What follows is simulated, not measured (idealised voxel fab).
This section sets out a process module, namely voxel wiring stack.
Pictured: cross-section cut, 225 nm wide, on a grid of 5 nm square cells.
Cross-section, as written here: a square-cell grid given band by band from the top down, where a band holds one or more rows of cells. Quick guide to a band line: top height, bottom height (nm) up front; then every material left to right with its width in nm. Only one material and it's marked "full width"? Then it fills the band edge to edge. And "empty" just means empty space. Note: height 0 marks the level under which the wafer is uniformly one material as received. Lowest band unbounded below, written "z 0 and below". Read "30 to 40" as a graded width: first number on top, second number at the bottom, same change between each pair of neighbouring rows. "left unchanged" (step): cross-section cells unchanged, all of them. If an empty space has no open way to the top and is at least 8 cells in size, "Closed internal voids" lists it, written width x height at distance, where distance is measured from the left edge and every value is in nm. On each step's line, the part that comes after the settings is the simulator's own comment on the step. The optional step-line setting "overlay nm" applies to steps with a mask and quantifies how far to the right of its planned location the mask lay, a negative value indicating leftward placement. If you're wondering how to read the rest of this, here's the deal. It's pairs of cross-sections: one from before a process step, one from after it. The after one is only drawn as far down as the lowest band that changed. Right under each pair you'll see which step sits between them and what its settings were. Don't read the pairs as one continuous story, though. They can come from different runs of this module on the same starting wafer, and a pair only carries on from the one above it where its entry headed "Pre-step condition" says so.
# Pre-step condition
	z 155 to 130 = 30 nm empty, then 25 nm resist, then 20 nm empty, then 25 nm resist, then 20 nm empty, then 25 nm resist, then 20 nm empty, then 25 nm resist, then 35 nm empty
	z 130 to 120 = aC full width
	z 120 to 100 = W full width
	z 100 to 95 = TiN full width
	z 95 to 80 = 30 nm SiO2, then 5 nm TiN, then 5 nm Cu, then 5 nm TiN, then 75 nm SiO2, then 5 nm TiN, then 5 nm Cu, then 5 nm TiN, then 90 nm SiO2
	z 80 to 75 = 30 nm SiCN, then 15 nm TiN, then 75 nm SiCN, then 15 nm TiN, then 90 nm SiCN
	z 75 to 65 = 30 nm lowk, then 5 nm TiN, then 15 nm Cu, then 5 nm TiN, then 20 nm lowk, then 5 nm TiN, then 15 nm Cu, then 5 nm TiN, then 20 nm lowk, then 5 nm TiN, then 15 nm Cu, then 5 nm TiN, then 20 nm lowk, then 5 nm TiN, then 15 nm Cu, then 5 nm TiN, then 35 nm lowk
	z 65 to 60 = 30 nm lowk, then 5 nm TiN, then 5 nm Cu, then 15 nm TiN, then 20 nm lowk, then 5 nm TiN, then 5 nm Cu, then 15 nm TiN, then 20 nm lowk, then 5 nm TiN, then 5 nm Cu, then 15 nm TiN, then 20 nm lowk, then 5 nm TiN, then 5 nm Cu, then 15 nm TiN, then 35 nm lowk
	z 60 to 50 = 30 nm lowk, then 5 nm TiN, then 5 nm Cu, then 5 nm TiN, then 30 nm lowk, then 5 nm TiN, then 5 nm Cu, then 5 nm TiN, then 30 nm lowk, then 5 nm TiN, then 5 nm Cu, then 5 nm TiN, then 30 nm lowk, then 5 nm TiN, then 5 nm Cu, then 5 nm TiN, then 45 nm lowk
	z 50 to 45 = 30 nm SiCN, then 15 nm TiN, then 30 nm SiCN, then 15 nm TiN, then 30 nm SiCN, then 15 nm TiN, then 30 nm SiCN, then 15 nm TiN, then 45 nm SiCN
	z 45 to 40 = 35 nm TiN, then 15 nm W, then 30 nm TiN, then 15 nm W, then 30 nm TiN, then 15 nm W, then 30 nm TiN, then 15 nm W, then 40 nm TiN
	z 40 to 20 = 30 nm SiO2, then 5 nm TiN, then 15 nm W, then 5 nm TiN, then 20 nm SiO2, then 5 nm TiN, then 15 nm W, then 5 nm TiN, then 20 nm SiO2, then 5 nm TiN, then 15 nm W, then 5 nm TiN, then 20 nm SiO2, then 5 nm TiN, then 15 nm W, then 5 nm TiN, then 35 nm SiO2
	z 20 to 15 = 30 nm SiO2, then 25 nm TiN, then 20 nm SiO2, then 25 nm TiN, then 20 nm SiO2, then 25 nm TiN, then 20 nm SiO2, then 25 nm TiN, then 35 nm SiO2
	z 15 to 0 = SiO2 full width
	z 0 and below = Si full width
	Closed internal voids: none
# Cross-Section Thereafter
	z 145 to 130 = 30 nm empty, then 25 nm resist, then 20 nm empty, then 25 nm resist, then 20 nm empty, then 25 nm resist, then 20 nm empty, then 25 nm resist, then 35 nm empty
	z 130 to 120 = 30 nm empty, then 25 nm aC, then 20 nm empty, then 25 nm aC, then 20 nm empty, then 25 nm aC, then 20 nm empty, then 25 nm aC, then 35 nm empty
	Below 120, the layers are the same as they were.
	Closed internal voids: none
The before and after cross-sections above are linked by DIRECTIONAL_ETCH, etch materials aC, depth nm 10
Pre-step condition: It is represented by the cross-section appearing after the step of the pair directly above.
# Cross-Section Thereafter
	z 130 to 120 = 30 nm empty, then 25 nm aC, then 20 nm empty, then 25 nm aC, then 20 nm empty, then 25 nm aC, then 20 nm empty, then 25 nm aC, then 35 nm empty
	Below 120, the layers are the same as they were.
	Closed internal voids: none
The before and after cross-sections above are linked by STRIP, etch materials resist
Pre-step condition: It is represented by the cross-section appearing after the step of the pair directly above.
# Cross-Section Thereafter
	z 130 to 120 = 30 nm empty, then 25 nm aC, then 20 nm empty, then 25 nm aC, then 20 nm empty, then 25 nm aC, then 20 nm empty, then 25 nm aC, then 35 nm empty
	z 120 to 100 = 30 nm empty, then 25 nm W, then 20 nm empty, then 25 nm W, then 20 nm empty, then 25 nm W, then 20 nm empty, then 25 nm W, then 35 nm empty
	Below 100, the layers are the same as they were.
	Closed internal voids: none
The before and after cross-sections above are linked by DIRECTIONAL_ETCH, etch materials W, depth nm 20
Pre-step condition: It is represented by the cross-section appearing after the step of the pair directly above.
# Cross-Section Thereafter
	z 130 to 120 = 30 nm empty, then 25 nm aC, then 20 nm empty, then 25 nm aC, then 20 nm empty, then 25 nm aC, then 20 nm empty, then 25 nm aC, then 35 nm empty
	z 120 to 100 = 30 nm empty, then 25 nm W, then 20 nm empty, then 25 nm W, then 20 nm empty, then 25 nm W, then 20 nm empty, then 25 nm W, then 35 nm empty
	z 100 to 95 = 30 nm empty, then 25 nm TiN, then 20 nm empty, then 25 nm TiN, then 20 nm empty, then 25 nm TiN, then 20 nm empty, then 25 nm TiN, then 35 nm empty
	Below 95, the layers are the same as they were.
	Closed internal voids: none
The before and after cross-sections above are linked by DIRECTIONAL_ETCH, etch materials TiN, depth nm 5
Pre-step condition: It is represented by the cross-section appearing after the step of the pair directly above.
# Cross-Section Thereafter
	z 120 to 100 = 30 nm empty, then 25 nm W, then 20 nm empty, then 25 nm W, then 20 nm empty, then 25 nm W, then 20 nm empty, then 25 nm W, then 35 nm empty
	Below 100, the layers are the same as they were.
	Closed internal voids: none
The before and after cross-sections above are linked by STRIP, etch materials aC
Pre-step condition: It is represented by the cross-section appearing after the step of the pair directly above.
# Cross-Section Thereafter
	z 125 to 120 = 25 nm empty, then 35 nm SiCN, then 10 nm empty, then 35 nm SiCN, then 10 nm empty, then 35 nm SiCN, then 10 nm empty, then 35 nm SiCN, then 30 nm empty
	z 120 to 100 = 25 nm empty, then 5 nm SiCN, then 25 nm W, then 5 nm SiCN, then 10 nm empty, then 5 nm SiCN, then 25 nm W, then 5 nm SiCN, then 10 nm empty, then 5 nm SiCN, then 25 nm W, then 5 nm SiCN, then 10 nm empty, then 5 nm SiCN, then 25 nm W, then 5 nm SiCN, then 30 nm empty
	z 100 to 95 = 30 nm SiCN, then 25 nm TiN, then 20 nm SiCN, then 25 nm TiN, then 20 nm SiCN, then 25 nm TiN, then 20 nm SiCN, then 25 nm TiN, then 35 nm SiCN
	Below 95, the layers are the same as they were.
	Closed internal voids: none
The before and after cross-sections above are linked by CONFORMAL_DEP, material SiCN, thk nm 5
Pre-step condition: It is represented by the cross-section appearing after the step of the pair directly above.
# Cross-Section Thereafter
	z 135 to 125 = SiO2 full width
	z 125 to 120 = 25 nm SiO2, then 35 nm SiCN, then 10 nm SiO2, then 35 nm SiCN, then 10 nm SiO2, then 35 nm SiCN, then 10 nm SiO2, then 35 nm SiCN, then 30 nm SiO2
	z 120 to 100 = 25 nm SiO2, then 5 nm SiCN, then 25 nm W, then 5 nm SiCN, then 10 nm SiO2, then 5 nm SiCN, then 25 nm W, then 5 nm SiCN, then 10 nm SiO2, then 5 nm SiCN, then 25 nm W, then 5 nm SiCN, then 10 nm SiO2, then 5 nm SiCN, then 25 nm W, then 5 nm SiCN, then 30 nm SiO2
	Below 100, the layers are the same as they were.
	Closed internal voids: none
The before and after cross-sections above are linked by FILL_DEP, material SiO2, thk nm 10
Pre-step condition: It is represented by the cross-section appearing after the step of the pair directly above.
# Cross-Section Thereafter
	z 120 to 100 = 25 nm SiO2, then 5 nm SiCN, then 25 nm W, then 5 nm SiCN, then 10 nm SiO2, then 5 nm SiCN, then 25 nm W, then 5 nm SiCN, then 10 nm SiO2, then 5 nm SiCN, then 25 nm W, then 5 nm SiCN, then 10 nm SiO2, then 5 nm SiCN, then 25 nm W, then 5 nm SiCN, then 30 nm SiO2
	Below 100, the layers are the same as they were.
	Closed internal voids: none
The before and after cross-sections above are linked by CMP, height nm 120
Pre-step condition: It is represented by the cross-section appearing after the step of the pair directly above.
# Cross-Section Thereafter
	z 125 to 120 = SiCN full width
	Below 120, the layers are the same as they were.
	Closed internal voids: none
The before and after cross-sections above are linked by CONFORMAL_DEP, material SiCN, thk nm 5
Pre-step condition: It is represented by the cross-section appearing after the step of the pair directly above.
# Cross-Section Thereafter
	z 150 to 125 = lowk full width
	Below 125, the layers are the same as they were.
	Closed internal voids: none
The before and after cross-sections above are linked by DIRECTIONAL_DEP, material lowk, thk nm 25
Pre-step condition: It is represented by the cross-section appearing after the step of the pair directly above.
# Cross-Section Thereafter
	z 165 to 150 = 30 nm resist, then 25 nm empty, then 20 nm resist, then 25 nm empty, then 20 nm resist, then 25 nm empty, then 20 nm resist, then 25 nm empty, then 35 nm resist
	Below 150, the layers are the same as they were.
	Closed internal voids: none
The before and after cross-sections above are linked by PATTERN, tone open, mask id METAL_4, material resist, width nm 25, pitch nm 45, thk nm 15, overlay nm 0
Pre-step condition: It is represented by the cross-section appearing after the step of the pair directly above.
# Cross-Section Thereafter
	z 165 to 150 = 30 nm resist, then 25 nm empty, then 20 nm resist, then 25 nm empty, then 20 nm resist, then 25 nm empty, then 20 nm resist, then 25 nm empty, then 35 nm resist
	z 150 to 135 = 30 nm lowk, then 25 nm empty, then 20 nm lowk, then 25 nm empty, then 20 nm lowk, then 25 nm empty, then 20 nm lowk, then 25 nm empty, then 35 nm lowk
	Below 135, the layers are the same as they were.
	Closed internal voids: none
The before and after cross-sections above are linked by DIRECTIONAL_ETCH, etch materials lowk, depth nm 15
Pre-step condition: It is represented by the cross-section appearing after the step of the pair directly above.
# Cross-Section Thereafter
	z 150 to 135 = 30 nm lowk, then 25 nm empty, then 20 nm lowk, then 25 nm empty, then 20 nm lowk, then 25 nm empty, then 20 nm lowk, then 25 nm empty, then 35 nm lowk
	Below 135, the layers are the same as they were.
	Closed internal voids: none
The before and after cross-sections above are linked by STRIP, etch materials resist
Pre-step condition: It is represented by the cross-section appearing after the step of the pair directly above.
# Cross-Section Thereafter
	z 160 to 150 = 30 nm aC, then 25 nm empty, then 20 nm aC, then 25 nm empty, then 20 nm aC, then 25 nm empty, then 20 nm aC, then 25 nm empty, then 35 nm aC
	z 150 to 145 = 30 nm lowk, then 25 nm empty, then 20 nm lowk, then 25 nm empty, then 20 nm lowk, then 25 nm empty, then 20 nm lowk, then 25 nm empty, then 35 nm lowk
	z 145 to 135 = 30 nm lowk, then 25 nm aC, then 20 nm lowk, then 25 nm aC, then 20 nm lowk, then 25 nm aC, then 20 nm lowk, then 25 nm aC, then 35 nm lowk
	Below 135, the layers are the same as they were.
	Closed internal voids: none
The before and after cross-sections above are linked by DIRECTIONAL_DEP, material aC, thk nm 10
Pre-step condition: It is represented by the cross-section appearing after the step of the pair directly above.
# Cross-Section Thereafter
	z 190 to 160 = 30 nm resist, then 15 nm empty, then 30 nm resist, then 15 nm empty, then 30 nm resist, then 15 nm empty, then 30 nm resist, then 15 nm empty, then 45 nm resist
	z 160 to 150 = 30 nm aC, then 15 nm empty, then 10 nm resist, then 20 nm aC, then 15 nm empty, then 10 nm resist, then 20 nm aC, then 15 nm empty, then 10 nm resist, then 20 nm aC, then 15 nm empty, then 10 nm resist, then 35 nm aC
	z 150 to 145 = 30 nm lowk, then 15 nm empty, then 10 nm resist, then 20 nm lowk, then 15 nm empty, then 10 nm resist, then 20 nm lowk, then 15 nm empty, then 10 nm resist, then 20 nm lowk, then 15 nm empty, then 10 nm resist, then 35 nm lowk
	Below 145, the layers are the same as they were.
	Closed internal voids: none
The before and after cross-sections above are linked by PATTERN, tone open, mask id METAL_4_HOLES, material resist, width nm 15, pitch nm 45, thk nm 30, overlay nm 0
Pre-step condition: It is represented by the cross-section appearing after the step of the pair directly above.
# Cross-Section Thereafter
	z 180 to 160 = 30 nm resist, then 15 nm empty, then 30 nm resist, then 15 nm empty, then 30 nm resist, then 15 nm empty, then 30 nm resist, then 15 nm empty, then 45 nm resist
	z 160 to 150 = 30 nm aC, then 15 nm empty, then 10 nm resist, then 20 nm aC, then 15 nm empty, then 10 nm resist, then 20 nm aC, then 15 nm empty, then 10 nm resist, then 20 nm aC, then 15 nm empty, then 10 nm resist, then 35 nm aC
	z 150 to 145 = 30 nm lowk, then 15 nm empty, then 10 nm resist, then 20 nm lowk, then 15 nm empty, then 10 nm resist, then 20 nm lowk, then 15 nm empty, then 10 nm resist, then 20 nm lowk, then 15 nm empty, then 10 nm resist, then 35 nm lowk
	z 145 to 135 = 30 nm lowk, then 15 nm empty, then 10 nm aC, then 20 nm lowk, then 15 nm empty, then 10 nm aC, then 20 nm lowk, then 15 nm empty, then 10 nm aC, then 20 nm lowk, then 15 nm empty, then 10 nm aC, then 35 nm lowk
	Below 135, the layers are the same as they were.
	Closed internal voids: none
The before and after cross-sections above are linked by DIRECTIONAL_ETCH, etch materials aC, depth nm 10
Pre-step condition: It is represented by the cross-section appearing after the step of the pair directly above.
# Cross-Section Thereafter
	z 160 to 150 = 30 nm aC, then 25 nm empty, then 20 nm aC, then 25 nm empty, then 20 nm aC, then 25 nm empty, then 20 nm aC, then 25 nm empty, then 35 nm aC
	z 150 to 145 = 30 nm lowk, then 25 nm empty, then 20 nm lowk, then 25 nm empty, then 20 nm lowk, then 25 nm empty, then 20 nm lowk, then 25 nm empty, then 35 nm lowk
	Below 145, the layers are the same as they were.
	Closed internal voids: none
The before and after cross-sections above are linked by STRIP, etch materials resist
Pre-step condition: It is represented by the cross-section appearing after the step of the pair directly above.
# Cross-Section Thereafter
	z 160 to 150 = 30 nm aC, then 25 nm empty, then 20 nm aC, then 25 nm empty, then 20 nm aC, then 25 nm empty, then 20 nm aC, then 25 nm empty, then 35 nm aC
	z 150 to 145 = 30 nm lowk, then 25 nm empty, then 20 nm lowk, then 25 nm empty, then 20 nm lowk, then 25 nm empty, then 20 nm lowk, then 25 nm empty, then 35 nm lowk
	z 145 to 135 = 30 nm lowk, then 15 nm empty, then 10 nm aC, then 20 nm lowk, then 15 nm empty, then 10 nm aC, then 20 nm lowk, then 15 nm empty, then 10 nm aC, then 20 nm lowk, then 15 nm empty, then 10 nm aC, then 35 nm lowk
	z 135 to 125 = 30 nm lowk, then 15 nm empty, then 30 nm lowk, then 15 nm empty, then 30 nm lowk, then 15 nm empty, then 30 nm lowk, then 15 nm empty, then 45 nm lowk
	Below 125, the layers are the same as they were.
	Closed internal voids: none
The before and after cross-sections above are linked by DIRECTIONAL_ETCH, etch materials lowk, depth nm 10
Pre-step condition: It is represented by the cross-section appearing after the step of the pair directly above.
# Cross-Section Thereafter
	z 160 to 150 = 30 nm aC, then 25 nm empty, then 20 nm aC, then 25 nm empty, then 20 nm aC, then 25 nm empty, then 20 nm aC, then 25 nm empty, then 35 nm aC
	z 150 to 145 = 30 nm lowk, then 25 nm empty, then 20 nm lowk, then 25 nm empty, then 20 nm lowk, then 25 nm empty, then 20 nm lowk, then 25 nm empty, then 35 nm lowk
	z 145 to 135 = 30 nm lowk, then 15 nm empty, then 10 nm aC, then 20 nm lowk, then 15 nm empty, then 10 nm aC, then 20 nm lowk, then 15 nm empty, then 10 nm aC, then 20 nm lowk, then 15 nm empty, then 10 nm aC, then 35 nm lowk
	z 135 to 125 = 30 nm lowk, then 15 nm empty, then 30 nm lowk, then 15 nm empty, then 30 nm lowk, then 15 nm empty, then 30 nm lowk, then 15 nm empty, then 45 nm lowk
	z 125 to 120 = 30 nm SiCN, then 15 nm empty, then 30 nm SiCN, then 15 nm empty, then 30 nm SiCN, then 15 nm empty, then 30 nm SiCN, then 15 nm empty, then 45 nm SiCN
	Below 120, the layers are the same as they were.
	Closed internal voids: none
The before and after cross-sections above are linked by DIRECTIONAL_ETCH, etch materials SiCN, depth nm 5
Pre-step condition: It is represented by the cross-section appearing after the step of the pair directly above.
# Cross-Section Thereafter
	z 150 to 135 = 30 nm lowk, then 25 nm empty, then 20 nm lowk, then 25 nm empty, then 20 nm lowk, then 25 nm empty, then 20 nm lowk, then 25 nm empty, then 35 nm lowk
	Below 135, the layers are the same as they were.
	Closed internal voids: none
The before and after cross-sections above are linked by STRIP, etch materials aC
Pre-step condition: It is represented by the cross-section appearing after the step of the pair directly above.
# Cross-Section Thereafter
	z 155 to 150 = 35 nm TiN, then 15 nm empty, then 30 nm TiN, then 15 nm empty, then 30 nm TiN, then 15 nm empty, then 30 nm TiN, then 15 nm empty, then 40 nm TiN
	z 150 to 140 = 30 nm lowk, then 5 nm TiN, then 15 nm empty, then 5 nm TiN, then 20 nm lowk, then 5 nm TiN, then 15 nm empty, then 5 nm TiN, then 20 nm lowk, then 5 nm TiN, then 15 nm empty, then 5 nm TiN, then 20 nm lowk, then 5 nm TiN, then 15 nm empty, then 5 nm TiN, then 35 nm lowk
	z 140 to 135 = 30 nm lowk, then 5 nm TiN, then 5 nm empty, then 15 nm TiN, then 20 nm lowk, then 5 nm TiN, then 5 nm empty, then 15 nm TiN, then 20 nm lowk, then 5 nm TiN, then 5 nm empty, then 15 nm TiN, then 20 nm lowk, then 5 nm TiN, then 5 nm empty, then 15 nm TiN, then 35 nm lowk
	z 135 to 125 = 30 nm lowk, then 5 nm TiN, then 5 nm empty, then 5 nm TiN, then 30 nm lowk, then 5 nm TiN, then 5 nm empty, then 5 nm TiN, then 30 nm lowk, then 5 nm TiN, then 5 nm empty, then 5 nm TiN, then 30 nm lowk, then 5 nm TiN, then 5 nm empty, then 5 nm TiN, then 45 nm lowk
	z 125 to 120 = 30 nm SiCN, then 15 nm TiN, then 30 nm SiCN, then 15 nm TiN, then 30 nm SiCN, then 15 nm TiN, then 30 nm SiCN, then 15 nm TiN, then 45 nm SiCN
	Below 120, the layers are the same as they were.
	Closed internal voids: none
The before and after cross-sections above are linked by CONFORMAL_DEP, material TiN, thk nm 5
Pre-step condition: It is represented by the cross-section appearing after the step of the pair directly above.
# Cross-Section Thereafter
	z 165 to 155 = Ru full width
	z 155 to 150 = 35 nm TiN, then 15 nm Ru, then 30 nm TiN, then 15 nm Ru, then 30 nm TiN, then 15 nm Ru, then 30 nm TiN, then 15 nm Ru, then 40 nm TiN
	z 150 to 140 = 30 nm lowk, then 5 nm TiN, then 15 nm Ru, then 5 nm TiN, then 20 nm lowk, then 5 nm TiN, then 15 nm Ru, then 5 nm TiN, then 20 nm lowk, then 5 nm TiN, then 15 nm Ru, then 5 nm TiN, then 20 nm lowk, then 5 nm TiN, then 15 nm Ru, then 5 nm TiN, then 35 nm lowk
	z 140 to 135 = 30 nm lowk, then 5 nm TiN, then 5 nm Ru, then 15 nm TiN, then 20 nm lowk, then 5 nm TiN, then 5 nm Ru, then 15 nm TiN, then 20 nm lowk, then 5 nm TiN, then 5 nm Ru, then 15 nm TiN, then 20 nm lowk, then 5 nm TiN, then 5 nm Ru, then 15 nm TiN, then 35 nm lowk
	z 135 to 125 = 30 nm lowk, then 5 nm TiN, then 5 nm Ru, then 5 nm TiN, then 30 nm lowk, then 5 nm TiN, then 5 nm Ru, then 5 nm TiN, then 30 nm lowk, then 5 nm TiN, then 5 nm Ru, then 5 nm TiN, then 30 nm lowk, then 5 nm TiN, then 5 nm Ru, then 5 nm TiN, then 45 nm lowk
	Below 125, the layers are the same as they were.
	Closed internal voids: none
The before and after cross-sections above are linked by FILL_DEP, material Ru, thk nm 10
Pre-step condition: It is represented by the cross-section appearing after the step of the pair directly above.
# Cross-Section Thereafter
	z 150 to 140 = 30 nm lowk, then 5 nm TiN, then 15 nm Ru, then 5 nm TiN, then 20 nm lowk, then 5 nm TiN, then 15 nm Ru, then 5 nm TiN, then 20 nm lowk, then 5 nm TiN, then 15 nm Ru, then 5 nm TiN, then 20 nm lowk, then 5 nm TiN, then 15 nm Ru, then 5 nm TiN, then 35 nm lowk
	Below 140, the layers are the same as they were.
	Closed internal voids: none
The before and after cross-sections above are linked by CMP, height nm 150
Pre-step condition: It is represented by the cross-section appearing after the step of the pair directly above.
# Cross-Section Thereafter
	z 155 to 150 = SiCN full width
	Below 150, the layers are the same as they were.
	Closed internal voids: none
The before and after cross-sections above are linked by CONFORMAL_DEP, material SiCN, thk nm 5
# Pre-step condition
	z 15 to 0 = SiO2 full width
	z 0 and below = Si full width
	Closed internal voids: none
# Cross-Section Thereafter
	z 30 to 0 = SiO2 full width
	Below 0, the layers are the same as they were.
	Closed internal voids: none
The before and after cross-sections above are linked by CONFORMAL_DEP, material SiO2, thk nm 15
Pre-step condition: It is represented by the cross-section appearing after the step of the pair directly above.
# Cross-Section Thereafter
	z 35 to 30 = SiCN full width
	Below 30, the layers are the same as they were.
	Closed internal voids: none
The before and after cross-sections above are linked by CONFORMAL_DEP, material SiCN, thk nm 5
Pre-step condition: It is represented by the cross-section appearing after the step of the pair directly above.
# Cross-Section Thereafter
	z 60 to 35 = SiO2 full width
	Below 35, the layers are the same as they were.
	Closed internal voids: none
The before and after cross-sections above are linked by DIRECTIONAL_DEP, material SiO2, thk nm 25
Pre-step condition: It is represented by the cross-section appearing after the step of the pair directly above.
# Cross-Section Thereafter
	z 75 to 60 = 30 nm resist, then 25 nm empty, then 20 nm resist, then 25 nm empty, then 20 nm resist, then 25 nm empty, then 20 nm resist, then 25 nm empty, then 35 nm resist
	Below 60, the layers are the same as they were.
	Closed internal voids: none
The before and after cross-sections above are linked by PATTERN, tone open, mask id METAL_1, material resist, width nm 25, pitch nm 45, thk nm 15, overlay nm 0
Pre-step condition: It is represented by the cross-section appearing after the step of the pair directly above.
# Cross-Section Thereafter
	z 75 to 60 = 30 nm resist, then 25 nm empty, then 20 nm resist, then 25 nm empty, then 20 nm resist, then 25 nm empty, then 20 nm resist, then 25 nm empty, then 35 nm resist
	z 60 to 35 = 30 nm SiO2, then 25 nm empty, then 20 nm SiO2, then 25 nm empty, then 20 nm SiO2, then 25 nm empty, then 20 nm SiO2, then 25 nm empty, then 35 nm SiO2
	Below 35, the layers are the same as they were.
	Closed internal voids: none
The before and after cross-sections above are linked by DIRECTIONAL_ETCH, etch materials SiO2, depth nm 25
Pre-step condition: It is represented by the cross-section appearing after the step of the pair directly above.
# Cross-Section Thereafter
	z 75 to 60 = 30 nm resist, then 25 nm empty, then 20 nm resist, then 25 nm empty, then 20 nm resist, then 25 nm empty, then 20 nm resist, then 25 nm empty, then 35 nm resist
	z 60 to 35 = 30 nm SiO2, then 25 nm empty, then 20 nm SiO2, then 25 nm empty, then 20 nm SiO2, then 25 nm empty, then 20 nm SiO2, then 25 nm empty, then 35 nm SiO2
	z 35 to 30 = 30 nm SiCN, then 25 nm empty, then 20 nm SiCN, then 25 nm empty, then 20 nm SiCN, then 25 nm empty, then 20 nm SiCN, then 25 nm empty, then 35 nm SiCN
	Below 30, the layers are the same as they were.
	Closed internal voids: none
The before and after cross-sections above are linked by DIRECTIONAL_ETCH, etch materials SiCN, depth nm 5
Pre-step condition: It is represented by the cross-section appearing after the step of the pair directly above.
# Cross-Section Thereafter
	z 60 to 35 = 30 nm SiO2, then 25 nm empty, then 20 nm SiO2, then 25 nm empty, then 20 nm SiO2, then 25 nm empty, then 20 nm SiO2, then 25 nm empty, then 35 nm SiO2
	Below 35, the layers are the same as they were.
	Closed internal voids: none
The before and after cross-sections above are linked by STRIP, etch materials resist
Pre-step condition: It is represented by the cross-section appearing after the step of the pair directly above.
# Cross-Section Thereafter
	z 65 to 60 = 35 nm TiN, then 15 nm empty, then 30 nm TiN, then 15 nm empty, then 30 nm TiN, then 15 nm empty, then 30 nm TiN, then 15 nm empty, then 40 nm TiN
	z 60 to 35 = 30 nm SiO2, then 5 nm TiN, then 15 nm empty, then 5 nm TiN, then 20 nm SiO2, then 5 nm TiN, then 15 nm empty, then 5 nm TiN, then 20 nm SiO2, then 5 nm TiN, then 15 nm empty, then 5 nm TiN, then 20 nm SiO2, then 5 nm TiN, then 15 nm empty, then 5 nm TiN, then 35 nm SiO2
	z 35 to 30 = 30 nm SiCN, then 25 nm TiN, then 20 nm SiCN, then 25 nm TiN, then 20 nm SiCN, then 25 nm TiN, then 20 nm SiCN, then 25 nm TiN, then 35 nm SiCN
	Below 30, the layers are the same as they were.
	Closed internal voids: none
The before and after cross-sections above are linked by CONFORMAL_DEP, material TiN, thk nm 5
Pre-step condition: It is represented by the cross-section appearing after the step of the pair directly above.
# Cross-Section Thereafter
	z 70 to 65 = W full width
	z 65 to 60 = 35 nm TiN, then 15 nm W, then 30 nm TiN, then 15 nm W, then 30 nm TiN, then 15 nm W, then 30 nm TiN, then 15 nm W, then 40 nm TiN
	z 60 to 35 = 30 nm SiO2, then 5 nm TiN, then 15 nm W, then 5 nm TiN, then 20 nm SiO2, then 5 nm TiN, then 15 nm W, then 5 nm TiN, then 20 nm SiO2, then 5 nm TiN, then 15 nm W, then 5 nm TiN, then 20 nm SiO2, then 5 nm TiN, then 15 nm W, then 5 nm TiN, then 35 nm SiO2
	Below 35, the layers are the same as they were.
	Closed internal voids: none
The before and after cross-sections above are linked by FILL_DEP, material W, thk nm 5
Pre-step condition: It is represented by the cross-section appearing after the step of the pair directly above.
# Cross-Section Thereafter
	z 45 to 35 = 30 nm SiO2, then 5 nm TiN, then 15 nm W, then 5 nm TiN, then 20 nm SiO2, then 5 nm TiN, then 15 nm W, then 5 nm TiN, then 20 nm SiO2, then 5 nm TiN, then 15 nm W, then 5 nm TiN, then 20 nm SiO2, then 5 nm TiN, then 15 nm W, then 5 nm TiN, then 35 nm SiO2
	Below 35, the layers are the same as they were.
	Closed internal voids: none
The before and after cross-sections above are linked by CMP, height nm 45
Pre-step condition: It is represented by the cross-section appearing after the step of the pair directly above.
# Cross-Section Thereafter
	z 50 to 45 = SiCN full width
	Below 45, the layers are the same as they were.
	Closed internal voids: none
The before and after cross-sections above are linked by CONFORMAL_DEP, material SiCN, thk nm 5
Pre-step condition: It is represented by the cross-section appearing after the step of the pair directly above.
# Cross-Section Thereafter
	z 75 to 50 = lowk full width
	Below 50, the layers are the same as they were.
	Closed internal voids: none
The before and after cross-sections above are linked by DIRECTIONAL_DEP, material lowk, thk nm 25
Pre-step condition: It is represented by the cross-section appearing after the step of the pair directly above.
# Cross-Section Thereafter
	z 90 to 75 = 30 nm resist, then 25 nm empty, then 20 nm resist, then 25 nm empty, then 20 nm resist, then 25 nm empty, then 20 nm resist, then 25 nm empty, then 35 nm resist
	Below 75, the layers are the same as they were.
	Closed internal voids: none
The before and after cross-sections above are linked by PATTERN, tone open, mask id METAL_2, material resist, width nm 25, pitch nm 45, thk nm 15, overlay nm 0
Pre-step condition: It is represented by the cross-section appearing after the step of the pair directly above.
# Cross-Section Thereafter
	z 90 to 75 = 30 nm resist, then 25 nm empty, then 20 nm resist, then 25 nm empty, then 20 nm resist, then 25 nm empty, then 20 nm resist, then 25 nm empty, then 35 nm resist
	z 75 to 60 = 30 nm lowk, then 25 nm empty, then 20 nm lowk, then 25 nm empty, then 20 nm lowk, then 25 nm empty, then 20 nm lowk, then 25 nm empty, then 35 nm lowk
	Below 60, the layers are the same as they were.
	Closed internal voids: none
The before and after cross-sections above are linked by DIRECTIONAL_ETCH, etch materials lowk, depth nm 15
Pre-step condition: It is represented by the cross-section appearing after the step of the pair directly above.
# Cross-Section Thereafter
	z 75 to 60 = 30 nm lowk, then 25 nm empty, then 20 nm lowk, then 25 nm empty, then 20 nm lowk, then 25 nm empty, then 20 nm lowk, then 25 nm empty, then 35 nm lowk
	Below 60, the layers are the same as they were.
	Closed internal voids: none
The before and after cross-sections above are linked by STRIP, etch materials resist
Pre-step condition: It is represented by the cross-section appearing after the step of the pair directly above.
# Cross-Section Thereafter
	z 90 to 75 = 30 nm resist, then 15 nm empty, then 30 nm resist, then 15 nm empty, then 30 nm resist, then 15 nm empty, then 30 nm resist, then 15 nm empty, then 45 nm resist
	z 75 to 60 = 30 nm lowk, then 15 nm empty, then 10 nm resist, then 20 nm lowk, then 15 nm empty, then 10 nm resist, then 20 nm lowk, then 15 nm empty, then 10 nm resist, then 20 nm lowk, then 15 nm empty, then 10 nm resist, then 35 nm lowk
	Below 60, the layers are the same as they were.
	Closed internal voids: none
The before and after cross-sections above are linked by PATTERN, tone open, mask id METAL_2_HOLES, material resist, width nm 15, pitch nm 45, thk nm 15, overlay nm 0
Pre-step condition: It is represented by the cross-section appearing after the step of the pair directly above.
# Cross-Section Thereafter
	z 90 to 75 = 30 nm resist, then 15 nm empty, then 30 nm resist, then 15 nm empty, then 30 nm resist, then 15 nm empty, then 30 nm resist, then 15 nm empty, then 45 nm resist
	z 75 to 60 = 30 nm lowk, then 15 nm empty, then 10 nm resist, then 20 nm lowk, then 15 nm empty, then 10 nm resist, then 20 nm lowk, then 15 nm empty, then 10 nm resist, then 20 nm lowk, then 15 nm empty, then 10 nm resist, then 35 nm lowk
	z 60 to 50 = 30 nm lowk, then 15 nm empty, then 30 nm lowk, then 15 nm empty, then 30 nm lowk, then 15 nm empty, then 30 nm lowk, then 15 nm empty, then 45 nm lowk
	Below 50, the layers are the same as they were.
	Closed internal voids: none
The before and after cross-sections above are linked by DIRECTIONAL_ETCH, etch materials lowk, depth nm 10
